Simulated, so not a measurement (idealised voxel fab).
voxel wiring stack: a process module
Xsec cut, 300 nm wide, square cell size 5 nm.
Cross-section spec: square-cell grid; bands listed top down; each band is one or more rows.
Read a band's entry like this: the first values are the height of its top and the height of its bottom in nm, and what follows is the sequence of materials from left to right, each with its width in nm. Note that "empty" is empty space, and that a single material marked "all across" reaches across the band from edge to edge.
Note: height 0 marks the level under which the wafer is uniformly one material as received. Lowest band unbounded below, written "0 and below".
Top row gets the first number, bottom row gets the second, and each row in between changes by the same step: that is how a band width like "30 to 40" works.
"nothing altered" means the step left every cell of the cross-section as it was.
For the entry "Enclosed internal cavities", the listed items are empty spaces with no open way to the top whose size is 8 cells or more; each item follows the pattern width x height at distance, where distance is from the left edge and all three are in nm.
If you see something after the settings on a step's line, that's the simulator's own remark about that step.
overlay nm: for a step with a mask, the amount by which the mask lay right of where it was planned; a negative amount means left of it.

## The following list gives the planned process steps
1 RECEIVE | material Si
2 CONFORMAL_DEP | material SiO2 | thk nm 15
3 CONFORMAL_DEP | material SiN | thk nm 5
4 DIRECTIONAL_DEP | material SiO2 | thk nm 15
5 DIRECTIONAL_DEP | material aC | thk nm 10
6 PATTERN | tone open | mask id METAL_1 | material resist | width nm 30 | pitch nm 55 | thk nm 25 | overlay nm 0
7 DIRECTIONAL_ETCH | etch materials aC | depth nm 10
8 STRIP | etch materials resist
9 DIRECTIONAL_ETCH | etch materials SiO2 | depth nm 15
10 DIRECTIONAL_ETCH | etch materials SiN | depth nm 5
11 STRIP | etch materials aC
12 CONFORMAL_DEP | material TiN | thk nm 5
13 FILL_DEP | material Ru | thk nm 10
14 CMP | height nm 35
15 CONFORMAL_DEP | material SiCN | thk nm 5
16 DIRECTIONAL_DEP | material lowk | thk nm 30
17 PATTERN | tone open | mask id METAL_2 | material resist | width nm 30 | pitch nm 55 | thk nm 20 | overlay nm 0
18 DIRECTIONAL_ETCH | etch materials lowk | depth nm 20
19 STRIP | etch materials resist
20 MASKED_ETCH | tone open | mask id METAL_2_HOLES | width nm 15 | pitch nm 55 | etch materials lowk | depth nm 10 | overlay nm 0
21 MASKED_ETCH | tone open | mask id METAL_2_HOLES | width nm 15 | pitch nm 55 | etch materials SiCN | depth nm 5 | overlay nm 0
22 CONFORMAL_DEP | material TiN | thk nm 5
23 FILL_DEP | material Cu | thk nm 10
24 CMP | height nm 70
25 CONFORMAL_DEP | material SiCN | thk nm 5
26 DIRECTIONAL_DEP | material SiO2 | thk nm 30
27 MASKED_ETCH | tone open | mask id METAL_3_HOLES | width nm 15 | pitch nm 55 | etch materials SiO2 | depth nm 30 | overlay nm 0
28 MASKED_ETCH | tone open | mask id METAL_3 | width nm 30 | pitch nm 55 | etch materials SiO2 | depth nm 20 | overlay nm 0
29 MASKED_ETCH | tone open | mask id METAL_3 | width nm 30 | pitch nm 55 | etch materials SiCN | depth nm 5 | overlay nm 0
30 CONFORMAL_DEP | material TiN | thk nm 5
31 FILL_DEP | material Cu | thk nm 5
32 CMP | height nm 105
33 CONFORMAL_DEP | material SiCN | thk nm 5
34 DIRECTIONAL_DEP | material lowk | thk nm 30
35 MASKED_ETCH | tone open | mask id METAL_4_HOLES | width nm 15 | pitch nm 55 | etch materials lowk | depth nm 30 | overlay nm 0
36 DIRECTIONAL_DEP | material aC | thk nm 10
37 PATTERN | tone open | mask id METAL_4 | material resist | width nm 30 | pitch nm 55 | thk nm 30 | overlay nm 0
38 DIRECTIONAL_ETCH | etch materials aC | depth nm 10
39 STRIP | etch materials resist
40 DIRECTIONAL_ETCH | etch materials lowk | depth nm 20
41 DIRECTIONAL_ETCH | etch materials SiCN | depth nm 5
42 STRIP | etch materials aC
43 CONFORMAL_DEP | material TiN | thk nm 5
44 FILL_DEP | material Cu | thk nm 5
45 CMP | height nm 140
46 CONFORMAL_DEP | material SiN | thk nm 5

## The cross-section here shows the wafer as received, i.e. in its state after step 1
- 0 and below = Si all across
- Enclosed internal cavities: none

## a wafer at the end: this start, this plan, one mistake
- 145 down to 140 = SiN all across
- 140 down to 125 = lowk=80, TiN=5, Cu=20, TiN=5, lowk=25, TiN=5, Cu=20, TiN=5, lowk=25, TiN=5, Cu=20, TiN=5, lowk=80
- 125 down to 120 = lowk=80, TiN=5, Cu=5, TiN=20, lowk=25, TiN=5, Cu=5, TiN=20, lowk=25, TiN=5, Cu=5, TiN=20, lowk=80
- 120 down to 110 = lowk=80, TiN=5, Cu=5, TiN=5, lowk=40, TiN=5, Cu=5, TiN=5, lowk=40, TiN=5, Cu=5, TiN=5, lowk=95
- 110 down to 105 = SiCN=80, TiN=15, SiCN=40, TiN=15, SiCN=40, TiN=15, SiCN=95
- 105 down to 85 = SiO2=80, TiN=5, Cu=20, TiN=5, SiO2=25, TiN=5, Cu=20, TiN=5, SiO2=25, TiN=5, Cu=20, TiN=5, SiO2=80
- 85 down to 80 = SiO2=80, TiN=5, Cu=5, TiN=20, SiO2=25, TiN=5, Cu=5, TiN=20, SiO2=25, TiN=5, Cu=5, TiN=20, SiO2=80
- 80 down to 75 = SiO2=80, TiN=15, SiO2=40, TiN=15, SiO2=40, TiN=15, SiO2=95
- 75 down to 70 = SiCN all across
- 70 down to 55 = lowk=80, TiN=5, Cu=20, TiN=5, lowk=25, TiN=5, Cu=20, TiN=5, lowk=25, TiN=5, Cu=20, TiN=5, lowk=80
- 55 down to 50 = lowk=80, TiN=5, Cu=5, TiN=20, lowk=25, TiN=5, Cu=5, TiN=20, lowk=25, TiN=5, Cu=5, TiN=20, lowk=80
- 50 down to 40 = lowk=80, TiN=5, Cu=5, TiN=5, lowk=40, TiN=5, Cu=5, TiN=5, lowk=40, TiN=5, Cu=5, TiN=5, lowk=95
- 40 down to 35 = SiCN=80, TiN=15, SiCN=40, TiN=15, SiCN=40, TiN=15, SiCN=95
- 35 down to 20 = SiO2=80, TiN=5, Ru=20, TiN=5, SiO2=25, TiN=5, Ru=20, TiN=5, SiO2=25, TiN=5, Ru=20, TiN=5, SiO2=80
- 20 down to 15 = SiN=80, TiN=30, SiN=25, TiN=30, SiN=25, TiN=30, SiN=80
- 15 down to 0 = SiO2 all across
- 0 and below = Si all across
- Enclosed internal cavities: none
In executing the process, a mistake was made relative to the plan: heads up, step 29 didn't go per plan, it actually ran as MASKED_ETCH | tone open | mask id METAL_3 | width nm 30 | pitch nm 55 | etch materials SiO2 | depth nm 5 | overlay nm 0
